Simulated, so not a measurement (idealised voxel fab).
voxel self aligned vias: a process module
cross-section cut | 210 nm wide | cells 5 nm
Square cells in a grid make up a cross-section in this document, and the grid is given as bands, listed from the top down, each one or more rows of cells. Band: top height; bottom height; in nm. Then, left to right: material with width in nm, for each material. "everywhere": a single material spanning edge to edge. "air": empty space. Height 0 is the level under which the wafer as received is all one material. The lowest band goes on downwards, as in "0 -> down". Per-row width for "30 to 40": begins at first number (top row of band), ends at second number (bottom row), increment between rows held constant. When a step is marked "everything unchanged", none of the cells in the cross-section changed during that step. "Completely sealed voids" enumerates empty spaces isolated from the top, with no open way to it, that contain at least 8 cells, giving each as width x height at distance from the left edge, all three in nm. Step line, after settings: the simulator's comment on this step. overlay nm: how far to the right of its planned place the mask lay on this masked step (negative: to the left). Read the rest as pairs. Take the cross-section before one process step, then the cross-section after it, which shows only down to the lowest band that changed. Under the pair, find the step between them and its settings. Bear in mind that pairs may come from different runs of this module on the same starting wafer: link a pair to the pair above it only where its entry headed "Pre-step section" says to.
PRE-STEP SECTION
  60 -> 50 | 55 of SiO2, then 5 of TiN, then 35 of W, then 5 of TiN, then 110 of SiO2
  50 -> 45 | 55 of SiO2, then 15 of TiN, then 15 of W, then 15 of TiN, then 110 of SiO2
  45 -> 40 | 65 of SiO2, then 5 of TiN, then 15 of W, then 5 of TiN, then 30 of SiO2, then 25 of SiN, then 65 of SiO2
  40 -> 35 | 65 of SiO2, then 25 of TiN, then 30 of SiO2, then 25 of SiN, then 65 of SiO2
  35 -> 20 | 65 of SiO2, then 5 of TiN, then 15 of Ru, then 5 of TiN, then 30 of SiO2, then 5 of TiN, then 15 of Ru, then 5 of TiN, then 65 of SiO2
  20 -> 15 | 65 of SiO2, then 25 of TiN, then 30 of SiO2, then 25 of TiN, then 65 of SiO2
  15 -> 10 | SiCN everywhere
  10 -> 0 | SiO2 everywhere
  0 -> down | Si everywhere
  Completely sealed voids: none
SECTION AFTER PROCESSING
  65 -> 60 | SiN everywhere
  Note: structure below 60 unchanged.
  Completely sealed voids: none
Between the cross-sections above, the step performed was CONFORMAL_DEP [material SiN] [thk nm 5]
PRE-STEP SECTION
  60 -> 45 | SiO2 everywhere
  45 -> 35 | 65 of SiO2, then 25 of SiN, then 30 of SiO2, then 25 of SiN, then 65 of SiO2
  35 -> 20 | 65 of SiO2, then 5 of TiN, then 15 of Ru, then 5 of TiN, then 30 of SiO2, then 5 of TiN, then 15 of Ru, then 5 of TiN, then 65 of SiO2
  20 -> 15 | 65 of SiO2, then 25 of TiN, then 30 of SiO2, then 25 of TiN, then 65 of SiO2
  15 -> 10 | SiCN everywhere
  10 -> 0 | SiO2 everywhere
  0 -> down | Si everywhere
  Completely sealed voids: none
SECTION AFTER PROCESSING
  75 -> 60 | 70 of resist, then 35 of air, then 105 of resist
  Note: structure below 60 unchanged.
  Completely sealed voids: none
Between the cross-sections above, the step performed was PATTERN [tone open] [mask id VIAS] [material resist] [width nm 35] [thk nm 15] [overlay nm 10]
Pre-step section: The initial state for this step is given by the after cross-section of the immediately preceding pair.
SECTION AFTER PROCESSING
  75 -> 60 | 70 of resist, then 35 of air, then 105 of resist
  60 -> 45 | 70 of SiO2, then 35 of air, then 105 of SiO2
  Note: structure below 45 unchanged.
  Completely sealed voids: none
Between the cross-sections above, the step performed was DIRECTIONAL_ETCH [etch materials SiO2] [depth nm 15]
Pre-step section: The initial state for this step is given by the after cross-section of the immediately preceding pair.
SECTION AFTER PROCESSING
  75 -> 60 | 70 of resist, then 35 of air, then 105 of resist
  60 -> 45 | 70 of SiO2, then 35 of air, then 105 of SiO2
  45 -> 35 | 65 of SiO2, then 5 of SiN, then 20 of air, then 30 of SiO2, then 25 of SiN, then 65 of SiO2
  Note: structure below 35 unchanged.
  Completely sealed voids: none
Between the cross-sections above, the step performed was DIRECTIONAL_ETCH [etch materials SiN] [depth nm 10]
Pre-step section: The initial state for this step is given by the after cross-section of the immediately preceding pair.
SECTION AFTER PROCESSING
  60 -> 45 | 70 of SiO2, then 35 of air, then 105 of SiO2
  Note: structure below 45 unchanged.
  Completely sealed voids: none
Between the cross-sections above, the step performed was STRIP [etch materials resist]
Pre-step section: The initial state for this step is given by the after cross-section of the immediately preceding pair.
SECTION AFTER PROCESSING
  65 -> 60 | 75 of TiN, then 25 of air, then 110 of TiN
  60 -> 50 | 70 of SiO2, then 5 of TiN, then 25 of air, then 5 of TiN, then 105 of SiO2
  50 -> 45 | 70 of SiO2, then 5 of TiN, then 10 of air, then 20 of TiN, then 105 of SiO2
  45 -> 40 | 65 of SiO2, then 5 of SiN, then 5 of TiN, then 10 of air, then 5 of TiN, then 30 of SiO2, then 25 of SiN, then 65 of SiO2
  40 -> 35 | 65 of SiO2, then 5 of SiN, then 20 of TiN, then 30 of SiO2, then 25 of SiN, then 65 of SiO2
  Note: structure below 35 unchanged.
  Completely sealed voids: none
Between the cross-sections above, the step performed was CONFORMAL_DEP [material TiN] [thk nm 5]
Pre-step section: The initial state for this step is given by the after cross-section of the immediately preceding pair.
SECTION AFTER PROCESSING
  75 -> 65 | W everywhere
  65 -> 60 | 75 of TiN, then 25 of W, then 110 of TiN
  60 -> 50 | 70 of SiO2, then 5 of TiN, then 25 of W, then 5 of TiN, then 105 of SiO2
  50 -> 45 | 70 of SiO2, then 5 of TiN, then 10 of W, then 20 of TiN, then 105 of SiO2
  45 -> 40 | 65 of SiO2, then 5 of SiN, then 5 of TiN, then 10 of W, then 5 of TiN, then 30 of SiO2, then 25 of SiN, then 65 of SiO2
  Note: structure below 40 unchanged.
  Completely sealed voids: none
Between the cross-sections above, the step performed was FILL_DEP [material W] [thk nm 10]
Pre-step section: The initial state for this step is given by the after cross-section of the immediately preceding pair.
SECTION AFTER PROCESSING
  60 -> 50 | 70 of SiO2, then 5 of TiN, then 25 of W, then 5 of TiN, then 105 of SiO2
  Note: structure below 50 unchanged.
  Completely sealed voids: none
Between the cross-sections above, the step performed was CMP [height nm 60]
Pre-step section: The initial state for this step is given by the after cross-section of the immediately preceding pair.
SECTION AFTER PROCESSING
  65 -> 60 | SiN everywhere
  Note: structure below 60 unchanged.
  Completely sealed voids: none
Between the cross-sections above, the step performed was CONFORMAL_DEP [material SiN] [thk nm 5]
PRE-STEP SECTION
  60 -> 50 | 60 of SiO2, then 5 of TiN, then 25 of W, then 5 of TiN, then 115 of SiO2
  50 -> 45 | 60 of SiO2, then 10 of TiN, then 15 of W, then 10 of TiN, then 115 of SiO2
  45 -> 40 | 65 of SiO2, then 5 of TiN, then 15 of W, then 5 of TiN, then 30 of SiO2, then 25 of SiN, then 65 of SiO2
  40 -> 35 | 65 of SiO2, then 25 of TiN, then 30 of SiO2, then 25 of SiN, then 65 of SiO2
  35 -> 20 | 65 of SiO2, then 5 of TiN, then 15 of Ru, then 5 of TiN, then 30 of SiO2, then 5 of TiN, then 15 of Ru, then 5 of TiN, then 65 of SiO2
  20 -> 15 | 65 of SiO2, then 25 of TiN, then 30 of SiO2, then 25 of TiN, then 65 of SiO2
  15 -> 10 | SiCN everywhere
  10 -> 0 | SiO2 everywhere
  0 -> down | Si everywhere
  Completely sealed voids: none
SECTION AFTER PROCESSING
  65 -> 60 | SiCN everywhere
  Note: structure below 60 unchanged.
  Completely sealed voids: none
Between the cross-sections above, the step performed was CONFORMAL_DEP [material SiCN] [thk nm 5]
PRE-STEP SECTION
  60 -> 45 | SiO2 everywhere
  45 -> 35 | 65 of SiO2, then 25 of SiN, then 30 of SiO2, then 25 of SiN, then 65 of SiO2
  35 -> 20 | 65 of SiO2, then 5 of TiN, then 15 of Ru, then 5 of TiN, then 30 of SiO2, then 5 of TiN, then 15 of Ru, then 5 of TiN, then 65 of SiO2
  20 -> 15 | 65 of SiO2, then 25 of TiN, then 30 of SiO2, then 25 of TiN, then 65 of SiO2
  15 -> 10 | SiCN everywhere
  10 -> 0 | SiO2 everywhere
  0 -> down | Si everywhere
  Completely sealed voids: none
SECTION AFTER PROCESSING
  75 -> 60 | 60 of air, then 35 of resist, then 115 of air
  Note: structure below 60 unchanged.
  Completely sealed voids: none
Between the cross-sections above, the step performed was PATTERN [tone cover] [mask id VIAS] [material resist] [width nm 35] [thk nm 15] [overlay nm 0]
Pre-step section: The initial state for this step is given by the after cross-section of the immediately preceding pair.
SECTION AFTER PROCESSING
  75 -> 60 | 60 of air, then 35 of resist, then 115 of air
  60 -> 45 | 60 of air, then 35 of SiO2, then 115 of air
  Note: structure below 45 unchanged.
  Completely sealed voids: none
Between the cross-sections above, the step performed was DIRECTIONAL_ETCH [etch materials SiO2] [depth nm 15]
Pre-step section: The initial state for this step is given by the after cross-section of the immediately preceding pair.
SECTION AFTER PROCESSING
  75 -> 60 | 60 of air, then 35 of resist, then 115 of air
  60 -> 45 | 60 of air, then 35 of SiO2, then 115 of air
  45 -> 35 | 65 of SiO2, then 25 of SiN, then 30 of SiO2, then 25 of air, then 65 of SiO2
  Note: structure below 35 unchanged.
  Completely sealed voids: none
Between the cross-sections above, the step performed was DIRECTIONAL_ETCH [etch materials SiN] [depth nm 10]
Pre-step section: The initial state for this step is given by the after cross-section of the immediately preceding pair.
SECTION AFTER PROCESSING
  60 -> 45 | 60 of air, then 35 of SiO2, then 115 of air
  Note: structure below 45 unchanged.
  Completely sealed voids: none
Between the cross-sections above, the step performed was STRIP [etch materials resist]
Pre-step section: The initial state for this step is given by the after cross-section of the immediately preceding pair.
SECTION AFTER PROCESSING
  65 -> 60 | 55 of air, then 45 of TiN, then 110 of air
  60 -> 50 | 55 of air, then 5 of TiN, then 35 of SiO2, then 5 of TiN, then 110 of air
  50 -> 45 | 60 of TiN, then 35 of SiO2, then 30 of TiN, then 15 of air, then 70 of TiN
  45 -> 40 | 65 of SiO2, then 25 of SiN, then 30 of SiO2, then 5 of TiN, then 15 of air, then 5 of TiN, then 65 of SiO2
  40 -> 35 | 65 of SiO2, then 25 of SiN, then 30 of SiO2, then 25 of TiN, then 65 of SiO2
  Note: structure below 35 unchanged.
  Completely sealed voids: none
Between the cross-sections above, the step performed was CONFORMAL_DEP [material TiN] [thk nm 5]
Pre-step section: The initial state for this step is given by the after cross-section of the immediately preceding pair.
SECTION AFTER PROCESSING
  75 -> 65 | W everywhere
  65 -> 60 | 55 of W, then 45 of TiN, then 110 of W
  60 -> 50 | 55 of W, then 5 of TiN, then 35 of SiO2, then 5 of TiN, then 110 of W
  50 -> 45 | 60 of TiN, then 35 of SiO2, then 30 of TiN, then 15 of W, then 70 of TiN
  45 -> 40 | 65 of SiO2, then 25 of SiN, then 30 of SiO2, then 5 of TiN, then 15 of W, then 5 of TiN, then 65 of SiO2
  Note: structure below 40 unchanged.
  Completely sealed voids: none
Between the cross-sections above, the step performed was FILL_DEP [material W] [thk nm 10]
Pre-step section: The initial state for this step is given by the after cross-section of the immediately preceding pair.
SECTION AFTER PROCESSING
  60 -> 50 | 55 of W, then 5 of TiN, then 35 of SiO2, then 5 of TiN, then 110 of W
  Note: structure below 50 unchanged.
  Completely sealed voids: none
Between the cross-sections above, the step performed was CMP [height nm 60]
Pre-step section: The initial state for this step is given by the after cross-section of the immediately preceding pair.
SECTION AFTER PROCESSING
  65 -> 60 | SiN everywhere
  Note: structure below 60 unchanged.
  Completely sealed voids: none
Between the cross-sections above, the step performed was CONFORMAL_DEP [material SiN] [thk nm 5]
